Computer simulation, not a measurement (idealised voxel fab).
Process module name: voxel tone inversion
The width of the displayed cross-section, cut, is 285 nm; its cells are square, with a size of 5 nm.
If you're reading a cross-section in this doc, picture square cells in a grid; it comes to you as bands, top ones listed first down to the bottom, and a band can be one or more rows of cells.
Quick guide to a band line: top height, bottom height (nm) up front; then every material left to right with its width in nm. Only one material and it's marked "everywhere"? Then it fills the band edge to edge. And "air" just means empty space.
Note: height 0 marks the level under which the wafer is uniformly one material as received. Lowest band unbounded below, written "0..down".
Quick explanation for "30->40": the width changes in equal steps down the rows of cells, from the first number in the band's top row to the second number in its bottom row.
Any step labelled "everything unchanged" changed none of the cells in the cross-section.
Enclosed voids (no open way to top), threshold 8 cells or more, entry "Voids, fully enclosed", notation width x height at distance, distance from left edge, nm.
Formally, on a step line, whatever follows the settings is a remark that the simulator itself makes on the step.
The line of a step may include "overlay nm". On a step with a mask, this value is how far to the right of its planned place the mask lay. A negative value means the mask lay to the left.
**Here's what the planned process steps look like**
| 1 | RECEIVE: material Si |
| 2 | CONFORMAL_DEP: material SiN, thk nm 10 |
| 3 | DIRECTIONAL_DEP: material aC, thk nm 15 |
| 4 | PATTERN: tone cover, mask id POSTS, material resist, width nm 20, pitch nm 35, thk nm 20, overlay nm 0 |
| 5 | DIRECTIONAL_ETCH: etch materials aC, depth nm 15 |
| 6 | STRIP: etch materials resist |
| 7 | FILL_DEP: material lowk, thk nm 10 |
| 8 | CMP: height nm 25 |
| 9 | STRIP: etch materials aC |
| 10 | CONFORMAL_DEP: material TiN, thk nm 5 |
| 11 | FILL_DEP: material W, thk nm 10 |
| 12 | CMP: height nm 25 |
| 13 | CONFORMAL_DEP: material SiN, thk nm 5 |
**The cross-section here shows the wafer as received, i.e. in its state after step 1**
0..down  Si everywhere
Voids, fully enclosed: none
**Here's the cross-section of the first of our two wafers at the end of the module - it ran as planned**
30..25  SiN everywhere
25..15  lowk 115 nm / TiN 5 nm / W 10 nm / TiN 5 nm / lowk 15 nm / TiN 5 nm / W 10 nm / TiN 5 nm / lowk 115 nm
15..10  lowk 115 nm / TiN 20 nm / lowk 15 nm / TiN 20 nm / lowk 115 nm
10..0  SiN everywhere
0..down  Si everywhere
Voids, fully enclosed: none
**Second wafer of the two, sectioned at the end of the module. It began like the first and followed the same plan, but one mistake was made while running it**
30..15  SiN everywhere
15..0  aC everywhere
0..down  Si everywhere
Voids, fully enclosed: none
Misprocessing identified: a sequencing error occurred in which plan steps 2 and 3 were transposed
Final difference in cells, second wafer against first, listed per material as more or fewer: TiN -16, W -8, aC +171, lowk -147
